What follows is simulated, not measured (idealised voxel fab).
You're looking at the process module voxel trench capacitor.
Square cells of 5 nm make up the cross-section cut, whose width is 265 nm.
A cross-section is written here as square cells arranged in a grid, and it is given in bands from the top down, each band taking up one or more rows of cells.
Top height, bottom height, nm. Materials left to right, width each, nm. Single material + "full width" = fills band edge to edge. "empty" = empty.
Height datum 0, below which the as-received substrate wafer is one material. Lowest band open at the bottom, running downward: "0 nm and below".
When a width is written as two numbers, as in "30..40", the first number is the width in the top row of cells of the band and the second is the width in its bottom row, and the width changes by the same amount from each row to the next.
Step note "remains unaltered" = no cross-section cell changed.
For the entry "Enclosed void list", the listed items are empty spaces with no open way to the top whose size is 8 cells or more; each item follows the pattern width x height at distance, where distance is from the left edge and all three are in nm.
Post-settings text on a step line: simulator's own remark regarding the step.
overlay nm: on a step with a mask, how far right of its planned place the mask lay; negative means left.

-- Planned step list for the process
- 1: RECEIVE | material Si
- 2: CONFORMAL_DEP | material SiN | thk nm 10
- 3: PATTERN | tone open | mask id TRENCH | material resist | width nm 30 | pitch nm 45 | thk nm 15 | overlay nm 0
- 4: DIRECTIONAL_ETCH | etch materials SiN | depth nm 10
- 5: DIRECTIONAL_ETCH | etch materials Si | depth nm 40
- 6: STRIP | etch materials resist
- 7: CONFORMAL_DEP | material HfO2 | thk nm 5
- 8: CONFORMAL_DEP | material TiN | thk nm 5
- 9: FILL_DEP | material W | thk nm 5
- 10: CMP | height nm 10

-- Shown in cross-section is the wafer as received, that is, as it stands after step 1
	0 nm and below  Si full width
	Enclosed void list: none

-- Cross-sectional result after module completion. Note: starting condition and plan are unchanged from above; one processing mistake was made
	10 nm to 0 nm  SiN 70 | TiN 5 | W 20 | TiN 5 | SiN 15 | TiN 5 | W 20 | TiN 5 | SiN 15 | TiN 5 | W 20 | TiN 5 | SiN 75
	0 nm to -35 nm  Si 70 | TiN 5 | W 20 | TiN 5 | Si 15 | TiN 5 | W 20 | TiN 5 | Si 15 | TiN 5 | W 20 | TiN 5 | Si 75
	-35 nm to -40 nm  Si 70 | TiN 30 | Si 15 | TiN 30 | Si 15 | TiN 30 | Si 75
	-40 nm and below  Si full width
	Enclosed void list: none
Which mistake was made when the wafer was run? step 7 in the plan did not get run; it was skipped
